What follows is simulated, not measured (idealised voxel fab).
The process module presented herein is designated voxel ribs on slabs.
Square cells of 5 nm make up the cross-section cut, whose width is 170 nm.
Format of a cross-section: grid, square cells. Given as bands. Order: top down. Band: one or more rows of cells.
Band entry format. Leading values: height of top, height of bottom, nm. Remainder: materials in left-to-right order, each with its width in nm. Special words: "throughout" on a single material, which then fills the band edge to edge; "air", empty space.
All heights in this document are referenced to 0, defined as the level beneath which the wafer, as received, consists entirely of one material. The lowest band is not bounded below; it extends indefinitely downward and is written in the form "from 0 down".
The width entry "30 to 40" should be interpreted row by row: the top row of cells in the band takes the first number, the bottom row takes the second number, and the change between adjacent rows is uniform throughout.
The designation "identical to before", where it is given for a processing step, indicates that no cell of the cross-section was altered in the course of that step.
"Cavities, sealed": empty spaces of 8 cells or more with no open way to the top, each given as width x height at distance, distance from the left edge, all in nm.
Note: text after step settings on the step line = simulator remark on that step.
overlay nm: mask offset rightward from planned place, masked step; negative means leftward offset.

The following list gives the planned process steps
step 1: op RECEIVE | material Si
step 2: op DIRECTIONAL_DEP | material SiO2 | thk nm 30
step 3: op DIRECTIONAL_DEP | material SiN | thk nm 15
step 4: op PATTERN | tone cover | mask id RIB | material resist | width nm 20 | thk nm 15 | overlay nm 0
step 5: op DIRECTIONAL_ETCH | etch materials SiN | depth nm 10
step 6: op STRIP | etch materials resist
step 7: op DIRECTIONAL_DEP | material aC | thk nm 15
step 8: op PATTERN | tone cover | mask id SLAB | material resist | width nm 70 | thk nm 35 | overlay nm -15
step 9: op DIRECTIONAL_ETCH | etch materials aC | depth nm 15
step 10: op STRIP | etch materials resist
step 11: op DIRECTIONAL_ETCH | etch materials SiN | depth nm 5
step 12: op STRIP | etch materials aC
step 13: op FILL_DEP | material SiO2 | thk nm 20
step 14: op CMP | height nm 55
step 15: op DIRECTIONAL_DEP | material W | thk nm 10
step 16: op DIRECTIONAL_DEP | material aC | thk nm 10
step 17: op PATTERN | tone cover | mask id HEATER | material resist | width nm 30 | thk nm 25 | overlay nm 0
step 18: op DIRECTIONAL_ETCH | etch materials aC | depth nm 10
step 19: op STRIP | etch materials resist
step 20: op DIRECTIONAL_ETCH | etch materials W | depth nm 10
step 21: op STRIP | etch materials aC
step 22: op CONFORMAL_DEP | material SiN | thk nm 5
Same starting wafers, different overlay nm at step 8. Plan value belongs to the first wafer.

Received wafers, first of several: cross-section after step 1
> from 0 down = Si throughout
> Cavities, sealed: none

Heads up, this table goes wafer by wafer. A row tells you, at the end of the module, how many cells of each material that wafer has put on (+) or dropped (-) since it was received, and then its closed voids
overlay nm -15 | +60 SiN | +352 SiO2 | +12 W | Cavities, sealed: none
overlay nm -10 | +60 SiN | +352 SiO2 | +12 W | Cavities, sealed: none
overlay nm -5 | +60 SiN | +352 SiO2 | +12 W | Cavities, sealed: none
overlay nm 0 | +60 SiN | +352 SiO2 | +12 W | Cavities, sealed: none
overlay nm 5 | +60 SiN | +352 SiO2 | +12 W | Cavities, sealed: none
overlay nm 10 | +60 SiN | +352 SiO2 | +12 W | Cavities, sealed: none
overlay nm 15 | +60 SiN | +352 SiO2 | +12 W | Cavities, sealed: none
